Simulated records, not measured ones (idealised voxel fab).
Process module heading - voxel air gaps
It is cross-section cut that appears here, measuring 175 nm in width, its square cells being 5 nm in size.
Notation: cross-section as square-cell grid; stated in bands, top first, going down; one or more cell rows per band.
The band entry comprises the height of the band's top followed by the height of its bottom, expressed in nm, and subsequently the band's materials from left to right, each stated together with its width in nm. Where a single material is marked with the word "all across", that material fills the band from edge to edge. The word "air" represents empty space.
Height 0 is the level under which the wafer as received is all one material. The lowest band goes on downwards, as in "0..down".
Think of "30..40" as a width that walks from the first number to the second as you go down the band, top row to bottom row, taking equal-sized steps from row to row.
Given "everything unchanged" for a step, no cell of the cross-section differs between before and after that step.
Each empty space that has no open way to the top and spans at least 8 cells appears under "Fully sealed cavities" as width x height at distance, the distance counted from the left edge, all in nm.
Formally, on a step line, whatever follows the settings is a remark that the simulator itself makes on the step.
When a step includes a mask, the "overlay nm" setting on its line states how far to the right of its planned place that mask lay, and negative values state how far to the left.
These are the steps we planned for the process
1: RECEIVE with material Si
2: CONFORMAL_DEP with material SiO2, thk nm 15
3: CONFORMAL_DEP with material SiN, thk nm 5
4: DIRECTIONAL_DEP with material SiO2, thk nm 35
5: MASKED_ETCH with tone open, mask id LINES, width nm 15, pitch nm 40, etch materials SiO2, depth nm 35, overlay nm 0
6: CONFORMAL_DEP with material TiN, thk nm 5
7: FILL_DEP with material Cu, thk nm 10
8: CMP with height nm 55
9: EPI with material Ru, thk nm 10
10: SELECTIVE_ETCH with etch materials SiO2, depth nm 45
11: CONFORMAL_DEP with material SiCN, thk nm 5
Cross-section of the wafer at receipt, which is the condition after step 1
0..down | Si all across
Fully sealed cavities: none
End-of-module cross-section. Starting structure and process plan as above; one mistake made in running it
80..75 | SiCN all across
75..55 | Ru all across
55..25 | 20 SiO2 | 5 TiN | 5 Cu | 5 TiN | 25 SiO2 | 5 TiN | 5 Cu | 5 TiN | 25 SiO2 | 5 TiN | 5 Cu | 5 TiN | 25 SiO2 | 5 TiN | 5 Cu | 5 TiN | 20 SiO2
25..20 | 20 SiO2 | 15 TiN | 25 SiO2 | 15 TiN | 25 SiO2 | 15 TiN | 25 SiO2 | 15 TiN | 20 SiO2
20..15 | SiN all across
15..0 | SiO2 all across
0..down | Si all across
Fully sealed cavities: none
Processing error: step 9 was run twice
